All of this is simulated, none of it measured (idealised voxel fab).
Documented hereafter: the process module known as voxel plated lines.
Square cells of 5 nm make up the cross-section cut, whose width is 210 nm.
Reading order for cross-sections: top band down to bottom band. Underlying form: a grid of square cells. Band size: one or more rows of cells.
The entry gives the band's vertical extent as a top height and a bottom height in nm, then its horizontal make-up as materials from left to right, each with a width in nm. "empty" stands for empty space; a single material marked "edge to edge" fills the band edge to edge.
Heights are reckoned from 0. Under this level, the received wafer is all of one material. The bottommost band is open-ended downward, for example "0..down".
Top row gets the first number, bottom row gets the second, and each row in between changes by the same step: that is how a band width like "30..40" works.
Reading "no modification" for a step: not a cell of the cross-section changed in it.
If an empty space has no open way to the top and is at least 8 cells in size, "Sealed cavities" lists it, written width x height at distance, where distance is measured from the left edge and every value is in nm.
That trailing text on a step's line, after the settings, is the simulator's own remark on the step.
The setting "overlay nm" may be written on the line of a step. When the step uses a mask, the value reports how far to the right of the planned place the mask lay, and a negative value reports that it lay to the left.

Here's what the planned process steps look like:
1,RECEIVE | material Si
2,CONFORMAL_DEP | material Al2O3 | thk nm 10
3,DIRECTIONAL_DEP | material TiN | thk nm 5
4,PATTERN | tone open | mask id LINES | material resist | width nm 25 | pitch nm 40 | thk nm 40 | overlay nm 0
5,EPI | material Ru | thk nm 10
6,EPI | material Ru | thk nm 10
7,EPI | material Ru | thk nm 10
8,STRIP | etch materials resist
9,DIRECTIONAL_ETCH | etch materials TiN | depth nm 5
10,CONFORMAL_DEP | material SiN | thk nm 10

Cross-section of the wafer at receipt, which is the condition after step 1:
> 0..down = Si edge to edge
> Sealed cavities: none

first wafer at the end, as planned:
> 55..45 = 60 nm empty, 85 nm SiN, 65 nm empty
> 45..20 = 60 nm empty, 10 nm SiN, 25 nm Ru, 15 nm SiN, 25 nm Ru, 10 nm SiN, 65 nm empty
> 20..15 = 70 nm SiN, 25 nm Ru, 15 nm SiN, 25 nm Ru, 75 nm SiN
> 15..10 = 70 nm SiN, 25 nm TiN, 15 nm SiN, 25 nm TiN, 75 nm SiN
> 10..0 = Al2O3 edge to edge
> 0..down = Si edge to edge
> Sealed cavities: none

Cross-section, wafer two of two, end of module: same start and plan as wafer one, one error in execution:
> 45..35 = 60 nm empty, 85 nm SiN, 65 nm empty
> 35..10 = 60 nm empty, 10 nm SiN, 25 nm Ru, 15 nm SiN, 25 nm Ru, 10 nm SiN, 65 nm empty
> 10..5 = 70 nm SiN, 25 nm Ru, 15 nm SiN, 25 nm Ru, 75 nm SiN
> 5..0 = 70 nm SiN, 25 nm TiN, 15 nm SiN, 25 nm TiN, 75 nm SiN
> 0..down = Si edge to edge
> Sealed cavities: none
So what did we get wrong on this run? step 2 from the plan never happened, it was just skipped
Materials where the second wafer ends with more or fewer cells than the first: -84 Al2O3
